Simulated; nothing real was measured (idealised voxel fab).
You're looking at the process module voxel self aligned contacts.
Each square cell in cross-section cut measures 5 nm, and the section as a whole is 290 nm wide.
In what follows, cross-sections appear as grids of square cells, described through bands that run from the top down, where every band is one or more rows of cells.
It is stipulated that each band's entry specify, in nanometres, the height of the top of the band and then that of its bottom, followed by the materials of the band in left-to-right sequence, each together with its width in nanometres. A single material marked by the word "throughout" is understood to fill the band from edge to edge; the word "air" is understood to denote empty space.
Height reference: 0 = level under which incoming wafer is all one material. Lowest band: no bottom, runs on downward, e.g. "z 0 and below".
Width: "30->40" (first number = top row, second number = bottom row, same change from row to row of cells).
For the purposes of this document, the phrase "no modifications" attached to a step denotes that no cell within the cross-section was modified by that step.
If an empty space has no open way to the top and is at least 8 cells in size, "Enclosed void entries" lists it, written width x height at distance, where distance is measured from the left edge and every value is in nm.
That trailing text on a step's line, after the settings, is the simulator's own remark on the step.
"overlay nm" answers the question of how far to the right of plan the mask lay on a step that has a mask, and when it is negative the answer is to the left.

Process steps - plan:
1. RECEIVE [material Si]
2. CONFORMAL_DEP [material SiO2] [thk nm 5]
3. DIRECTIONAL_DEP [material polySi] [thk nm 25]
4. DIRECTIONAL_DEP [material SiN] [thk nm 20]
5. DIRECTIONAL_DEP [material aC] [thk nm 10]
6. PATTERN [tone cover] [mask id GATE] [material resist] [width nm 35] [pitch nm 60] [thk nm 25] [overlay nm 0]
7. DIRECTIONAL_ETCH [etch materials aC] [depth nm 10]
8. STRIP [etch materials resist]
9. DIRECTIONAL_ETCH [etch materials SiN] [depth nm 20]
10. DIRECTIONAL_ETCH [etch materials polySi] [depth nm 25]
11. STRIP [etch materials aC]
12. CONFORMAL_DEP [material SiN] [thk nm 5]
13. DIRECTIONAL_ETCH [etch materials SiN] [depth nm 5]
14. FILL_DEP [material SiO2] [thk nm 10]
15. CMP [height nm 55]
16. MASKED_ETCH [tone open] [mask id CONTACT] [width nm 35] [etch materials SiO2] [depth nm 55] [overlay nm 0]
17. CONFORMAL_DEP [material TiN] [thk nm 5]
18. FILL_DEP [material W] [thk nm 5]
19. CMP [height nm 55]
20. CONFORMAL_DEP [material SiN] [thk nm 5]

Cross-section, incoming material, after step 1:
	z 0 and below  Si throughout
	Enclosed void entries: none

A wafer at the end: this start, this plan, one mistake:
	z 60 to 55  SiN throughout
	z 55 to 45  125 nm SiO2 / 5->10 nm TiN / 25->15 nm W / 5->10 nm TiN / 130 nm SiO2
	z 45 to 30  95 nm SiO2 / 35 nm SiN / 5 nm TiN / 15 nm W / 5 nm TiN / 35 nm SiN / 100 nm SiO2
	z 30 to 5  95 nm SiO2 / 35 nm polySi / 5 nm TiN / 15 nm W / 5 nm TiN / 35 nm polySi / 100 nm SiO2
	z 5 to 0  130 nm SiO2 / 25 nm TiN / 135 nm SiO2
	z 0 and below  Si throughout
	Enclosed void entries: none
What was done differently from what was planned? step 12 of the plan never got run, it was skipped over
